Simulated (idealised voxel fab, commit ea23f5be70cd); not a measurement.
This is a process module. Its name is voxel capacitor over wiring.
Cross-section cut spans 245 nm and uses square cells 5 nm in size.
Cross-section layout: square cells on a grid; listed as bands, top to bottom; a band spans one or more cell rows. Look at the band entry: it leads with the top's height and the bottom's height in nm. Then it lists the materials left to right, with a width in nm for each. The word "edge to edge" on a single material says that material fills the band edge to edge. The word "blank" is empty space. Below 0: as-received wafer, all one material; heights counted from there. Lowest band: no bottom, goes on down, written "top 0, no bottom". Width: "30..40" (first number = top row, second number = bottom row, same change from row to row of cells). Where the words "no change occurred" appear for a step, the cross-section shows no cell changed by that step; every cell remained as before. The list in "Trapped voids" covers empty spaces of 8 cells or more that cannot reach the top through any open way, and it gives each as width x height at distance; the distance is from the left edge, and width, height and distance are in nm. What comes after the settings on a step's line is commentary from the simulator itself on that step. What "overlay nm" on a step's line means: if the step has a mask, that mask lay this far to the right of its planned place, or, when the value is negative, to the left.

Process steps (planned)
- 1: RECEIVE,material Si
- 2: CONFORMAL_DEP,material SiO2,thk nm 10
- 3: CONFORMAL_DEP,material SiN,thk nm 5
- 4: DIRECTIONAL_DEP,material SiO2,thk nm 15
- 5: DIRECTIONAL_DEP,material aC,thk nm 15
- 6: PATTERN,tone open,mask id METAL_1,material resist,width nm 25,pitch nm 75,thk nm 30,overlay nm 0
- 7: DIRECTIONAL_ETCH,etch materials aC,depth nm 15
- 8: STRIP,etch materials resist
- 9: DIRECTIONAL_ETCH,etch materials SiO2,depth nm 15
- 10: DIRECTIONAL_ETCH,etch materials SiN,depth nm 5
- 11: STRIP,etch materials aC
- 12: CONFORMAL_DEP,material TiN,thk nm 5
- 13: FILL_DEP,material Cu,thk nm 5
- 14: CMP,height nm 30
- 15: CONFORMAL_DEP,material SiCN,thk nm 5
- 16: DIRECTIONAL_DEP,material lowk,thk nm 15
- 17: PATTERN,tone open,mask id PLUG_1,material resist,width nm 15,thk nm 20,overlay nm 0
- 18: DIRECTIONAL_ETCH,etch materials lowk,depth nm 15
- 19: DIRECTIONAL_ETCH,etch materials SiCN,depth nm 5
- 20: STRIP,etch materials resist
- 21: CONFORMAL_DEP,material TiN,thk nm 5
- 22: FILL_DEP,material Ru,thk nm 10
- 23: CMP,height nm 50
- 24: DIRECTIONAL_DEP,material TiN,thk nm 10
- 25: DIRECTIONAL_DEP,material HfO2,thk nm 5
- 26: DIRECTIONAL_DEP,material TiN,thk nm 10
- 27: MASKED_ETCH,tone cover,mask id UPPER_PLATE,width nm 55,etch materials TiN,depth nm 10,overlay nm 0
- 28: MASKED_ETCH,tone cover,mask id UPPER_PLATE,width nm 55,etch materials HfO2,depth nm 5,overlay nm 0
- 29: PATTERN,tone cover,mask id LOWER_PLATE,material resist,width nm 65,thk nm 20,overlay nm 0
- 30: DIRECTIONAL_ETCH,etch materials TiN,depth nm 10
- 31: STRIP,etch materials resist
- 32: FILL_DEP,material SiO2,thk nm 15
- 33: CMP,height nm 85
- 34: DIRECTIONAL_DEP,material aC,thk nm 10
- 35: PATTERN,tone open,mask id PLUG_2,material resist,width nm 15,thk nm 30,overlay nm 0
- 36: DIRECTIONAL_ETCH,etch materials aC,depth nm 10
- 37: STRIP,etch materials resist
- 38: DIRECTIONAL_ETCH,etch materials SiO2,depth nm 10
- 39: STRIP,etch materials aC
- 40: CONFORMAL_DEP,material TiN,thk nm 5
- 41: FILL_DEP,material Ru,thk nm 10
- 42: CMP,height nm 85
- 43: CONFORMAL_DEP,material SiN,thk nm 5

First wafer out of two, processed as planned

Cross-section, incoming material, after step 1
* top 0, no bottom: Si edge to edge
* Trapped voids: none

Step 2 complete: cross-section through the wafer
* top 10, bottom 0: SiO2 edge to edge
* Nothing below the height 0 has changed.

Step 3 complete: cross-section through the wafer
* top 15, bottom 10: SiN edge to edge
* Nothing below the height 10 has changed.

Step 4 complete: cross-section through the wafer
* top 30, bottom 15: SiO2 edge to edge
* Nothing below the height 15 has changed.

Step 5 complete: cross-section through the wafer
* top 45, bottom 30: aC edge to edge
* Nothing below the height 30 has changed.

Step 6 complete: cross-section through the wafer
* top 75, bottom 45: resist 70 nm, then blank 25 nm, then resist 50 nm, then blank 25 nm, then resist 75 nm
* Nothing below the height 45 has changed.

Step 7 complete: cross-section through the wafer
* top 60, bottom 45: resist 70 nm, then blank 25 nm, then resist 50 nm, then blank 25 nm, then resist 75 nm
* top 45, bottom 30: aC 70 nm, then blank 25 nm, then aC 50 nm, then blank 25 nm, then aC 75 nm
* Nothing below the height 30 has changed.

Step 8 complete: cross-section through the wafer
* top 45, bottom 30: aC 70 nm, then blank 25 nm, then aC 50 nm, then blank 25 nm, then aC 75 nm
* Nothing below the height 30 has changed.

Step 9 complete: cross-section through the wafer
* top 45, bottom 30: aC 70 nm, then blank 25 nm, then aC 50 nm, then blank 25 nm, then aC 75 nm
* top 30, bottom 15: SiO2 70 nm, then blank 25 nm, then SiO2 50 nm, then blank 25 nm, then SiO2 75 nm
* Nothing below the height 15 has changed.

Step 10 complete: cross-section through the wafer
* top 45, bottom 30: aC 70 nm, then blank 25 nm, then aC 50 nm, then blank 25 nm, then aC 75 nm
* top 30, bottom 15: SiO2 70 nm, then blank 25 nm, then SiO2 50 nm, then blank 25 nm, then SiO2 75 nm
* top 15, bottom 10: SiN 70 nm, then blank 25 nm, then SiN 50 nm, then blank 25 nm, then SiN 75 nm
* Nothing below the height 10 has changed.

Step 11 complete: cross-section through the wafer
* top 30, bottom 15: SiO2 70 nm, then blank 25 nm, then SiO2 50 nm, then blank 25 nm, then SiO2 75 nm
* Nothing below the height 15 has changed.

Step 12 complete: cross-section through the wafer
* top 35, bottom 30: TiN 75 nm, then blank 15 nm, then TiN 60 nm, then blank 15 nm, then TiN 80 nm
* top 30, bottom 15: SiO2 70 nm, then TiN 5 nm, then blank 15 nm, then TiN 5 nm, then SiO2 50 nm, then TiN 5 nm, then blank 15 nm, then TiN 5 nm, then SiO2 75 nm
* top 15, bottom 10: SiN 70 nm, then TiN 25 nm, then SiN 50 nm, then TiN 25 nm, then SiN 75 nm
* Nothing below the height 10 has changed.

Step 13 complete: cross-section through the wafer
* top 40, bottom 35: Cu edge to edge
* top 35, bottom 30: TiN 75 nm, then Cu 15 nm, then TiN 60 nm, then Cu 15 nm, then TiN 80 nm
* top 30, bottom 15: SiO2 70 nm, then TiN 5 nm, then Cu 15 nm, then TiN 5 nm, then SiO2 50 nm, then TiN 5 nm, then Cu 15 nm, then TiN 5 nm, then SiO2 75 nm
* Nothing below the height 15 has changed.

Step 14 complete: cross-section through the wafer
* top 30, bottom 15: SiO2 70 nm, then TiN 5 nm, then Cu 15 nm, then TiN 5 nm, then SiO2 50 nm, then TiN 5 nm, then Cu 15 nm, then TiN 5 nm, then SiO2 75 nm
* Nothing below the height 15 has changed.

Step 15 complete: cross-section through the wafer
* top 35, bottom 30: SiCN edge to edge
* Nothing below the height 30 has changed.

Step 16 complete: cross-section through the wafer
* top 50, bottom 35: lowk edge to edge
* Nothing below the height 35 has changed.

Step 17 complete: cross-section through the wafer
* top 70, bottom 50: resist 80 nm, then blank 15 nm, then resist 150 nm
* Nothing below the height 50 has changed.

Step 18 complete: cross-section through the wafer
* top 70, bottom 50: resist 80 nm, then blank 15 nm, then resist 150 nm
* top 50, bottom 35: lowk 80 nm, then blank 15 nm, then lowk 150 nm
* Nothing below the height 35 has changed.

Step 19 complete: cross-section through the wafer
* top 70, bottom 50: resist 80 nm, then blank 15 nm, then resist 150 nm
* top 50, bottom 35: lowk 80 nm, then blank 15 nm, then lowk 150 nm
* top 35, bottom 30: SiCN 80 nm, then blank 15 nm, then SiCN 150 nm
* Nothing below the height 30 has changed.

Step 20 complete: cross-section through the wafer
* top 50, bottom 35: lowk 80 nm, then blank 15 nm, then lowk 150 nm
* Nothing below the height 35 has changed.

Step 21 complete: cross-section through the wafer
* top 55, bottom 50: TiN 85 nm, then blank 5 nm, then TiN 155 nm
* top 50, bottom 35: lowk 80 nm, then TiN 5 nm, then blank 5 nm, then TiN 5 nm, then lowk 150 nm
* top 35, bottom 30: SiCN 80 nm, then TiN 15 nm, then SiCN 150 nm
* Nothing below the height 30 has changed.

Step 22 complete: cross-section through the wafer
* top 65, bottom 55: Ru edge to edge
* top 55, bottom 50: TiN 85 nm, then Ru 5 nm, then TiN 155 nm
* top 50, bottom 35: lowk 80 nm, then TiN 5 nm, then Ru 5 nm, then TiN 5 nm, then lowk 150 nm
* Nothing below the height 35 has changed.

Step 23 complete: cross-section through the wafer
* top 50, bottom 35: lowk 80 nm, then TiN 5 nm, then Ru 5 nm, then TiN 5 nm, then lowk 150 nm
* Nothing below the height 35 has changed.

Step 24 complete: cross-section through the wafer
* top 60, bottom 50: TiN edge to edge
* Nothing below the height 50 has changed.

Step 25 complete: cross-section through the wafer
* top 65, bottom 60: HfO2 edge to edge
* Nothing below the height 60 has changed.

Step 26 complete: cross-section through the wafer
* top 75, bottom 65: TiN edge to edge
* Nothing below the height 65 has changed.

Step 27 complete: cross-section through the wafer
* top 75, bottom 65: blank 80 nm, then TiN 55 nm, then blank 110 nm
* Nothing below the height 65 has changed.

Step 28 complete: cross-section through the wafer
* top 75, bottom 65: blank 80 nm, then TiN 55 nm, then blank 110 nm
* top 65, bottom 60: blank 80 nm, then HfO2 55 nm, then blank 110 nm
* Nothing below the height 60 has changed.

Step 29 complete: cross-section through the wafer
* top 95, bottom 75: blank 75 nm, then resist 65 nm, then blank 105 nm
* top 75, bottom 65: blank 75 nm, then resist 5 nm, then TiN 55 nm, then resist 5 nm, then blank 105 nm
* top 65, bottom 60: blank 75 nm, then resist 5 nm, then HfO2 55 nm, then resist 5 nm, then blank 105 nm
* Nothing below the height 60 has changed.

Step 30 complete: cross-section through the wafer
* top 95, bottom 75: blank 75 nm, then resist 65 nm, then blank 105 nm
* top 75, bottom 65: blank 75 nm, then resist 5 nm, then TiN 55 nm, then resist 5 nm, then blank 105 nm
* top 65, bottom 60: blank 75 nm, then resist 5 nm, then HfO2 55 nm, then resist 5 nm, then blank 105 nm
* top 60, bottom 50: blank 75 nm, then TiN 65 nm, then blank 105 nm
* Nothing below the height 50 has changed.

Step 31 complete: cross-section through the wafer
* top 75, bottom 65: blank 80 nm, then TiN 55 nm, then blank 110 nm
* top 65, bottom 60: blank 80 nm, then HfO2 55 nm, then blank 110 nm
* Nothing below the height 60 has changed.

Step 32 complete: cross-section through the wafer
* top 90, bottom 75: SiO2 edge to edge
* top 75, bottom 65: SiO2 80 nm, then TiN 55 nm, then SiO2 110 nm
* top 65, bottom 60: SiO2 80 nm, then HfO2 55 nm, then SiO2 110 nm
* top 60, bottom 50: SiO2 75 nm, then TiN 65 nm, then SiO2 105 nm
* Nothing below the height 50 has changed.

Step 33 complete: cross-section through the wafer
* top 85, bottom 75: SiO2 edge to edge
* Nothing below the height 75 has changed.

Step 34 complete: cross-section through the wafer
* top 95, bottom 85: aC edge to edge
* Nothing below the height 85 has changed.

Step 35 complete: cross-section through the wafer
* top 125, bottom 95: resist 90 nm, then blank 15 nm, then resist 140 nm
* Nothing below the height 95 has changed.

Step 36 complete: cross-section through the wafer
* top 115, bottom 95: resist 90 nm, then blank 15 nm, then resist 140 nm
* top 95, bottom 85: aC 90 nm, then blank 15 nm, then aC 140 nm
* Nothing below the height 85 has changed.

Step 37 complete: cross-section through the wafer
* top 95, bottom 85: aC 90 nm, then blank 15 nm, then aC 140 nm
* Nothing below the height 85 has changed.

Step 38 complete: cross-section through the wafer
* top 95, bottom 85: aC 90 nm, then blank 15 nm, then aC 140 nm
* top 85, bottom 75: SiO2 90 nm, then blank 15 nm, then SiO2 140 nm
* Nothing below the height 75 has changed.

Step 39 complete: cross-section through the wafer
* top 85, bottom 75: SiO2 90 nm, then blank 15 nm, then SiO2 140 nm
* Nothing below the height 75 has changed.

Step 40 complete: cross-section through the wafer
* top 90, bottom 85: TiN 95 nm, then blank 5 nm, then TiN 145 nm
* top 85, bottom 80: SiO2 90 nm, then TiN 5 nm, then blank 5 nm, then TiN 5 nm, then SiO2 140 nm
* top 80, bottom 75: SiO2 90 nm, then TiN 15 nm, then SiO2 140 nm
* Nothing below the height 75 has changed.

Step 41 complete: cross-section through the wafer
* top 100, bottom 90: Ru edge to edge
* top 90, bottom 85: TiN 95 nm, then Ru 5 nm, then TiN 145 nm
* top 85, bottom 80: SiO2 90 nm, then TiN 5 nm, then Ru 5 nm, then TiN 5 nm, then SiO2 140 nm
* Nothing below the height 80 has changed.

Step 42 complete: cross-section through the wafer
* top 85, bottom 80: SiO2 90 nm, then TiN 5 nm, then Ru 5 nm, then TiN 5 nm, then SiO2 140 nm
* Nothing below the height 80 has changed.

Step 43 complete: cross-section through the wafer
* top 90, bottom 85: SiN edge to edge
* Nothing below the height 85 has changed.

Second wafer: same start and same plan as the first, one execution error; identical to the first through step 23

Cross-sectional representation of the second wafer at the time designated in the plan for the completion of step 24
* top 65, bottom 50: TiN edge to edge
* Nothing below the height 50 has changed.

Cross-sectional representation of the second wafer at the time designated in the plan for the completion of step 25
* top 70, bottom 65: HfO2 edge to edge
* Nothing below the height 65 has changed.

Cross-sectional representation of the second wafer at the time designated in the plan for the completion of step 26
* top 80, bottom 70: TiN edge to edge
* Nothing below the height 70 has changed.

Cross-sectional representation of the second wafer at the time designated in the plan for the completion of step 27
* top 80, bottom 70: blank 80 nm, then TiN 55 nm, then blank 110 nm
* Nothing below the height 70 has changed.

Cross-sectional representation of the second wafer at the time designated in the plan for the completion of step 28
* top 80, bottom 70: blank 80 nm, then TiN 55 nm, then blank 110 nm
* top 70, bottom 65: blank 80 nm, then HfO2 55 nm, then blank 110 nm
* Nothing below the height 65 has changed.

Cross-sectional representation of the second wafer at the time designated in the plan for the completion of step 29
* top 100, bottom 80: blank 75 nm, then resist 65 nm, then blank 105 nm
* top 80, bottom 70: blank 75 nm, then resist 5 nm, then TiN 55 nm, then resist 5 nm, then blank 105 nm
* top 70, bottom 65: blank 75 nm, then resist 5 nm, then HfO2 55 nm, then resist 5 nm, then blank 105 nm
* Nothing below the height 65 has changed.

Cross-sectional representation of the second wafer at the time designated in the plan for the completion of step 30
* top 100, bottom 80: blank 75 nm, then resist 65 nm, then blank 105 nm
* top 80, bottom 70: blank 75 nm, then resist 5 nm, then TiN 55 nm, then resist 5 nm, then blank 105 nm
* top 70, bottom 65: blank 75 nm, then resist 5 nm, then HfO2 55 nm, then resist 5 nm, then blank 105 nm
* top 65, bottom 55: blank 75 nm, then TiN 65 nm, then blank 105 nm
* Nothing below the height 55 has changed.

Cross-sectional representation of the second wafer at the time designated in the plan for the completion of step 31
* top 80, bottom 70: blank 80 nm, then TiN 55 nm, then blank 110 nm
* top 70, bottom 65: blank 80 nm, then HfO2 55 nm, then blank 110 nm
* Nothing below the height 65 has changed.

Cross-sectional representation of the second wafer at the time designated in the plan for the completion of step 32
* top 95, bottom 80: SiO2 edge to edge
* top 80, bottom 70: SiO2 80 nm, then TiN 55 nm, then SiO2 110 nm
* top 70, bottom 65: SiO2 80 nm, then HfO2 55 nm, then SiO2 110 nm
* top 65, bottom 55: SiO2 75 nm, then TiN 65 nm, then SiO2 105 nm
* Nothing below the height 55 has changed.

Cross-sectional representation of the second wafer at the time designated in the plan for the completion of step 33
* top 85, bottom 80: SiO2 edge to edge
* Nothing below the height 80 has changed.

Cross-sectional representation of the second wafer at the time designated in the plan for the completion of step 34
* top 95, bottom 85: aC edge to edge
* Nothing below the height 85 has changed.

Cross-sectional representation of the second wafer at the time designated in the plan for the completion of step 35
* top 125, bottom 95: resist 90 nm, then blank 15 nm, then resist 140 nm
* Nothing below the height 95 has changed.

Cross-sectional representation of the second wafer at the time designated in the plan for the completion of step 36
* top 115, bottom 95: resist 90 nm, then blank 15 nm, then resist 140 nm
* top 95, bottom 85: aC 90 nm, then blank 15 nm, then aC 140 nm
* Nothing below the height 85 has changed.

Cross-sectional representation of the second wafer at the time designated in the plan for the completion of step 37
* top 95, bottom 85: aC 90 nm, then blank 15 nm, then aC 140 nm
* Nothing below the height 85 has changed.

Cross-sectional representation of the second wafer at the time designated in the plan for the completion of step 38
* top 95, bottom 85: aC 90 nm, then blank 15 nm, then aC 140 nm
* top 85, bottom 80: SiO2 90 nm, then blank 15 nm, then SiO2 140 nm
* Nothing below the height 80 has changed.

Cross-sectional representation of the second wafer at the time designated in the plan for the completion of step 39
* top 85, bottom 80: SiO2 90 nm, then blank 15 nm, then SiO2 140 nm
* Nothing below the height 80 has changed.

Cross-sectional representation of the second wafer at the time designated in the plan for the completion of step 40
* top 90, bottom 85: TiN 95 nm, then blank 5 nm, then TiN 145 nm
* top 85, bottom 80: SiO2 90 nm, then TiN 15 nm, then SiO2 140 nm
* Nothing below the height 80 has changed.

Cross-sectional representation of the second wafer at the time designated in the plan for the completion of step 41
* top 100, bottom 90: Ru edge to edge
* top 90, bottom 85: TiN 95 nm, then Ru 5 nm, then TiN 145 nm
* Nothing below the height 85 has changed.

Cross-sectional representation of the second wafer at the time designated in the plan for the completion of step 42
* top 85, bottom 80: SiO2 90 nm, then TiN 15 nm, then SiO2 140 nm
* Nothing below the height 80 has changed.

Cross-sectional representation of the second wafer at the time designated in the plan for the completion of step 43
* top 90, bottom 85: SiN edge to edge
* Nothing below the height 85 has changed.
What was done differently from what was planned? not per plan at step 24, really ran DIRECTIONAL_DEP,material TiN,thk nm 15
Heads up, by the end the second wafer has more or fewer cells of some materials compared to the first: Ru -1, SiO2 -46, TiN +47
